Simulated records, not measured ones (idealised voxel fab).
process module | voxel air gaps
cross-section cut | 155 nm wide | cells 5 nm
A cross-section is a grid of square cells, given in bands from the top down. A band is one or more rows of cells.
Each band's line starts with the height of the band's top and of its bottom, in nm. Then come its materials from left to right, each with its width in nm. One material with "throughout" fills the band from edge to edge. "air" is empty space.
Height 0 is the level under which the wafer as received is all one material. The lowest band goes on downwards, as in "0 down".
A width such as "30 to 40" changes by the same amount from each row of cells to the next, from the band's top row to its bottom row.
"no change" after a step means that no cell of the cross-section changed.
closed voids: empty space of 8 cells or more with no open way to the top, each as width x height at its distance from the left edge, in nm
after a step's settings: what the simulator itself notes on the step
overlay nm, on a step with a mask: how far to the right of its planned place the mask lay; to the left if negative
plan
1 op RECEIVE | material Si
2 op CONFORMAL_DEP | material SiO2 | thk nm 10
3 op CONFORMAL_DEP | material SiN | thk nm 5
4 op DIRECTIONAL_DEP | material SiO2 | thk nm 30
5 op DIRECTIONAL_DEP | material aC | thk nm 10
6 op PATTERN | tone open | mask id LINES | material resist | width nm 20 | pitch nm 45 | thk nm 30 | overlay nm 0
7 op DIRECTIONAL_ETCH | etch materials aC | depth nm 10
8 op STRIP | etch materials resist
9 op DIRECTIONAL_ETCH | etch materials SiO2 | depth nm 30
10 op STRIP | etch materials aC
11 op CONFORMAL_DEP | material TiN | thk nm 5
12 op FILL_DEP | material Ru | thk nm 5
13 op CMP | height nm 45
14 op EPI | material Ru | thk nm 10
15 op SELECTIVE_ETCH | etch materials SiO2 | depth nm 40
16 op CONFORMAL_DEP | material SiCN | thk nm 5
varied across the wafers: thk nm of step 11. The plan shows the first wafer's value. All wafers start alike
first wafer as received, after step 1
  0 down: Si throughout
  closed voids: none
first wafer at the end, after step 16
  60 to 55: air 5 | SiCN 140 | air 10
  55 to 45: air 5 | SiCN 5 | Ru 40 | SiCN 5 | Ru 40 | SiCN 5 | Ru 40 | SiCN 5 | air 10
  45 to 40: air 5 | SiCN 15 | TiN 5 | Ru 10 | TiN 5 | SiCN 25 | TiN 5 | Ru 10 | TiN 5 | SiCN 25 | TiN 5 | Ru 10 | TiN 5 | SiCN 15 | air 10
  40 to 20: air 15 | SiCN 5 | TiN 5 | Ru 10 | TiN 5 | SiCN 5 | air 15 | SiCN 5 | TiN 5 | Ru 10 | TiN 5 | SiCN 5 | air 15 | SiCN 5 | TiN 5 | Ru 10 | TiN 5 | SiCN 5 | air 20
  20 to 15: SiCN 20 | TiN 20 | SiCN 25 | TiN 20 | SiCN 25 | TiN 20 | SiCN 25
  15 to 10: SiN throughout
  10 to 0: SiO2 throughout
  0 down: Si throughout
  closed voids: 15 x 20 at 45; 15 x 20 at 90
last wafer at the end
  60 to 55: air 5 | SiCN 140 | air 10
  55 to 45: air 5 | SiCN 5 | Ru 40 | SiCN 5 | Ru 40 | SiCN 5 | Ru 40 | SiCN 5 | air 10
  45 to 40: air 5 | SiCN 15 | TiN 20 | SiCN 25 | TiN 20 | SiCN 25 | TiN 20 | SiCN 15 | air 10
  40 to 20: air 15 | SiCN 5 | TiN 20 | SiCN 5 | air 15 | SiCN 5 | TiN 20 | SiCN 5 | air 15 | SiCN 5 | TiN 20 | SiCN 5 | air 20
  20 to 15: SiCN 20 | TiN 20 | SiCN 25 | TiN 20 | SiCN 25 | TiN 20 | SiCN 25
  15 to 10: SiN throughout
  10 to 0: SiO2 throughout
  0 down: Si throughout
  closed voids: 15 x 20 at 45; 15 x 20 at 90
each wafer at the end: cells of each material gained (+) or lost (-) since it was received, then its closed voids
thk nm 5 | +78 Ru | +95 SiCN | +31 SiN | +62 SiO2 | +42 TiN | closed voids: 15 x 20 at 45; 15 x 20 at 90
thk nm 10 | +48 Ru | +95 SiCN | +31 SiN | +62 SiO2 | +72 TiN | closed voids: 15 x 20 at 45; 15 x 20 at 90
thk nm 15 | +48 Ru | +95 SiCN | +31 SiN | +62 SiO2 | +72 TiN | closed voids: 15 x 20 at 45; 15 x 20 at 90
thk nm 20 | +48 Ru | +95 SiCN | +31 SiN | +62 SiO2 | +72 TiN | closed voids: 15 x 20 at 45; 15 x 20 at 90
